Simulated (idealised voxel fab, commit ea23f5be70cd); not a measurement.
process module | voxel wiring stack
cross-section cut | 265 nm wide | cells 5 nm
A cross-section is a grid of square cells, given in bands from the top down. A band is one or more rows of cells.
Each band's line starts with the height of the band's top and of its bottom, in nm. Then come its materials from left to right, each with its width in nm. One material with "throughout" fills the band from edge to edge. "air" is empty space.
Height 0 is the level under which the wafer as received is all one material. The lowest band goes on downwards, as in "0 down".
A width such as "30 to 40" changes by the same amount from each row of cells to the next, from the band's top row to its bottom row.
"no change" after a step means that no cell of the cross-section changed.
closed voids: empty space of 8 cells or more with no open way to the top, each as width x height at its distance from the left edge, in nm
after a step's settings: what the simulator itself notes on the step
overlay nm, on a step with a mask: how far to the right of its planned place the mask lay; to the left if negative
plan
1 op RECEIVE | material Si
2 op CONFORMAL_DEP | material SiO2 | thk nm 15
3 op DIRECTIONAL_DEP | material TiN | thk nm 5
4 op DIRECTIONAL_DEP | material Ru | thk nm 20
5 op MASKED_ETCH | tone cover | mask id METAL_1 | width nm 30 | pitch nm 50 | etch materials Ru | depth nm 20 | overlay nm 0
6 op MASKED_ETCH | tone cover | mask id METAL_1 | width nm 30 | pitch nm 50 | etch materials TiN | depth nm 5 | overlay nm 0
7 op FILL_DEP | material SiO2 | thk nm 5
8 op CMP | height nm 40
9 op CONFORMAL_DEP | material SiCN | thk nm 5
10 op DIRECTIONAL_DEP | material lowk | thk nm 15
11 op MASKED_ETCH | tone open | mask id PLUG_1 | width nm 15 | pitch nm 100 | etch materials lowk | depth nm 15 | overlay nm 0
12 op MASKED_ETCH | tone open | mask id PLUG_1 | width nm 15 | pitch nm 100 | etch materials SiCN | depth nm 5 | overlay nm 0
13 op CONFORMAL_DEP | material TiN | thk nm 5
14 op FILL_DEP | material Cu | thk nm 10
15 op CMP | height nm 60
16 op DIRECTIONAL_DEP | material TiN | thk nm 5
17 op DIRECTIONAL_DEP | material Ru | thk nm 15
18 op DIRECTIONAL_DEP | material aC | thk nm 15
19 op PATTERN | tone cover | mask id METAL_2 | material resist | width nm 30 | pitch nm 50 | thk nm 30 | overlay nm 0
20 op DIRECTIONAL_ETCH | etch materials aC | depth nm 15
21 op STRIP | etch materials resist
22 op DIRECTIONAL_ETCH | etch materials Ru | depth nm 15
23 op DIRECTIONAL_ETCH | etch materials TiN | depth nm 5
24 op STRIP | etch materials aC
25 op CONFORMAL_DEP | material SiCN | thk nm 5
26 op FILL_DEP | material lowk | thk nm 5
27 op CMP | height nm 80
28 op CONFORMAL_DEP | material SiCN | thk nm 5
29 op DIRECTIONAL_DEP | material SiO2 | thk nm 15
30 op MASKED_ETCH | tone open | mask id PLUG_2 | width nm 15 | pitch nm 100 | etch materials SiO2 | depth nm 15 | overlay nm 0
31 op MASKED_ETCH | tone open | mask id PLUG_2 | width nm 15 | pitch nm 100 | etch materials SiCN | depth nm 5 | overlay nm 0
32 op EPI | material Ru | thk nm 10
33 op EPI | material Ru | thk nm 10
34 op DIRECTIONAL_DEP | material TiN | thk nm 5
35 op DIRECTIONAL_DEP | material Ru | thk nm 20
36 op MASKED_ETCH | tone cover | mask id METAL_3 | width nm 30 | pitch nm 50 | etch materials Ru | depth nm 20 | overlay nm 0
37 op MASKED_ETCH | tone cover | mask id METAL_3 | width nm 30 | pitch nm 50 | etch materials TiN | depth nm 5 | overlay nm 0
38 op FILL_DEP | material SiO2 | thk nm 5
39 op CMP | height nm 125
40 op CONFORMAL_DEP | material SiCN | thk nm 5
41 op DIRECTIONAL_DEP | material lowk | thk nm 15
42 op MASKED_ETCH | tone open | mask id PLUG_3 | width nm 15 | pitch nm 50 | etch materials lowk | depth nm 15 | overlay nm 0
43 op MASKED_ETCH | tone open | mask id PLUG_3 | width nm 15 | pitch nm 50 | etch materials SiCN | depth nm 5 | overlay nm 0
44 op EPI | material Ru | thk nm 10
45 op EPI | material Ru | thk nm 10
46 op CONFORMAL_DEP | material SiN | thk nm 5
47 op DIRECTIONAL_DEP | material lowk | thk nm 15
48 op MASKED_ETCH | tone open | mask id METAL_4 | width nm 30 | pitch nm 50 | etch materials lowk | depth nm 15 | overlay nm 0
49 op MASKED_ETCH | tone open | mask id METAL_4 | width nm 30 | pitch nm 50 | etch materials SiN | depth nm 5 | overlay nm 0
50 op CONFORMAL_DEP | material TiN | thk nm 5
51 op FILL_DEP | material Ru | thk nm 10
52 op CMP | height nm 165
53 op CONFORMAL_DEP | material SiCN | thk nm 5
as received, after step 1
  0 down: Si throughout
  closed voids: none
a wafer at the end: this start, this plan, one mistake
  170 to 165: SiCN throughout
  165 to 150: lowk 40 | TiN 5 | Ru 20 | TiN 5 | lowk 20 | TiN 5 | Ru 20 | TiN 5 | lowk 20 | TiN 5 | Ru 20 | TiN 5 | lowk 20 | TiN 5 | Ru 20 | TiN 5 | lowk 45
  150 to 145: SiN 40 | TiN 30 | SiN 20 | TiN 30 | SiN 20 | TiN 30 | SiN 20 | TiN 30 | SiN 45
  145 to 130: lowk 40 | Ru 15 | lowk 35 | Ru 15 | lowk 35 | Ru 15 | lowk 35 | Ru 15 | lowk 60
  130 to 125: SiCN 40 | Ru 15 | SiCN 35 | Ru 15 | SiCN 35 | Ru 15 | SiCN 35 | Ru 15 | SiCN 60
  125 to 105: SiO2 40 | Ru 30 | SiO2 20 | Ru 30 | SiO2 20 | Ru 30 | SiO2 20 | Ru 30 | SiO2 45
  105 to 100: SiO2 40 | TiN 30 | SiO2 20 | TiN 30 | SiO2 20 | TiN 30 | SiO2 20 | TiN 30 | SiO2 45
  100 to 85: SiO2 40 | Ru 15 | SiO2 85 | Ru 15 | SiO2 110
  85 to 80: SiCN 40 | Ru 15 | SiCN 85 | Ru 15 | SiCN 110
  80 to 65: lowk 35 | SiCN 5 | Ru 30 | SiCN 5 | lowk 10 | SiCN 5 | Ru 30 | SiCN 5 | lowk 10 | SiCN 5 | Ru 30 | SiCN 5 | lowk 10 | SiCN 5 | Ru 30 | SiCN 5 | lowk 40
  65 to 60: SiCN 40 | TiN 30 | SiCN 20 | TiN 30 | SiCN 20 | TiN 30 | SiCN 20 | TiN 30 | SiCN 45
  60 to 50: Cu 35 | TiN 5 | lowk 15 | TiN 5 | Cu 75 | TiN 5 | lowk 15 | TiN 5 | Cu 105
  50 to 45: TiN 40 | lowk 15 | TiN 85 | lowk 15 | TiN 110
  45 to 40: SiCN throughout
  40 to 20: SiO2 40 | Ru 30 | SiO2 20 | Ru 30 | SiO2 20 | Ru 30 | SiO2 20 | Ru 30 | SiO2 45
  20 to 15: SiO2 40 | TiN 30 | SiO2 20 | TiN 30 | SiO2 20 | TiN 30 | SiO2 20 | TiN 30 | SiO2 45
  15 to 0: SiO2 throughout
  0 down: Si throughout
  closed voids: none
what went wrong: step 11 ran as: op MASKED_ETCH | tone cover | mask id PLUG_1 | width nm 15 | pitch nm 100 | etch materials lowk | depth nm 15 | overlay nm 0
